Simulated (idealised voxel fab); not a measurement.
Proc. module: voxel self aligned contacts
Shown is cross-section cut, with a width of 255 nm and square cells of size 5 nm.
Throughout this document, each cross-section is represented as a grid of square cells and is presented as a sequence of bands enumerated from the top downward, where a band comprises one or more rows of cells.
This entry defines a band. It first specifies the height of the band's top and the height of its bottom in nm, and then specifies the band's materials from left to right, stating each material with its width in nm. The word "everywhere" identifies a single material that fills the band from edge to edge, while the word "blank" identifies empty space.
Height 0 is the level under which the wafer as received is all one material. The lowest band goes on downwards, as in "top 0, no bottom".
The notation "30 to 40" denotes a width that varies across the rows of cells in the band, beginning at the first number in the top row, finishing at the second number in the bottom row, and changing by an identical amount from each row to the next.
"no modification" for a step: no cell of the cross-section changed in that step.
The list in "Fully enclosed voids" covers empty spaces of 8 cells or more that cannot reach the top through any open way, and it gives each as width x height at distance; the distance is from the left edge, and width, height and distance are in nm.
It should be noted that, on the line of a given step, the content following the step's settings is a remark produced by the simulator itself with respect to that step.
overlay nm, on a step with a mask: how far to the right of its planned place the mask lay; to the left if negative
plan:
1 op RECEIVE | material Si
2 op OXIDIZE | depth nm 5
3 op DIRECTIONAL_DEP | material polySi | thk nm 20
4 op DIRECTIONAL_DEP | material SiN | thk nm 25
5 op DIRECTIONAL_DEP | material aC | thk nm 10
6 op PATTERN | tone cover | mask id GATE | material resist | width nm 30 | pitch nm 65 | thk nm 25 | overlay nm 0
7 op DIRECTIONAL_ETCH | etch materials aC | depth nm 10
8 op STRIP | etch materials resist
9 op DIRECTIONAL_ETCH | etch materials SiN | depth nm 25
10 op DIRECTIONAL_ETCH | etch materials polySi | depth nm 20
11 op STRIP | etch materials aC
12 op CONFORMAL_DEP | material SiN | thk nm 10
13 op DIRECTIONAL_ETCH | etch materials SiN | depth nm 10
14 op FILL_DEP | material SiO2 | thk nm 10
15 op CMP | height nm 50
16 op MASKED_ETCH | tone open | mask id CONTACT | width nm 45 | etch materials SiO2 | depth nm 55 | overlay nm 0
17 op CONFORMAL_DEP | material TiN | thk nm 5
18 op FILL_DEP | material Ru | thk nm 5
19 op CMP | height nm 50
20 op CONFORMAL_DEP | material SiCN | thk nm 5
Cross-section of the incoming wafer, state after step 1:
  top 0, no bottom: Si everywhere
  Fully enclosed voids: none
Same starting wafer, same plan as above, one mistake in the execution; this is the cross-section at the end of the module:
  top 55, bottom 50: SiCN everywhere
  top 50, bottom 45: SiO2 (70); SiN (50); TiN (15); SiN (50); SiO2 (70)
  top 45, bottom 20: SiN everywhere
  top 20, bottom 0: polySi everywhere
  top 0, bottom -5: SiO2 everywhere
  top -5, no bottom: Si everywhere
  Fully enclosed voids: none
Where did the run depart from the plan? regarding the plan, step 4 was run twice
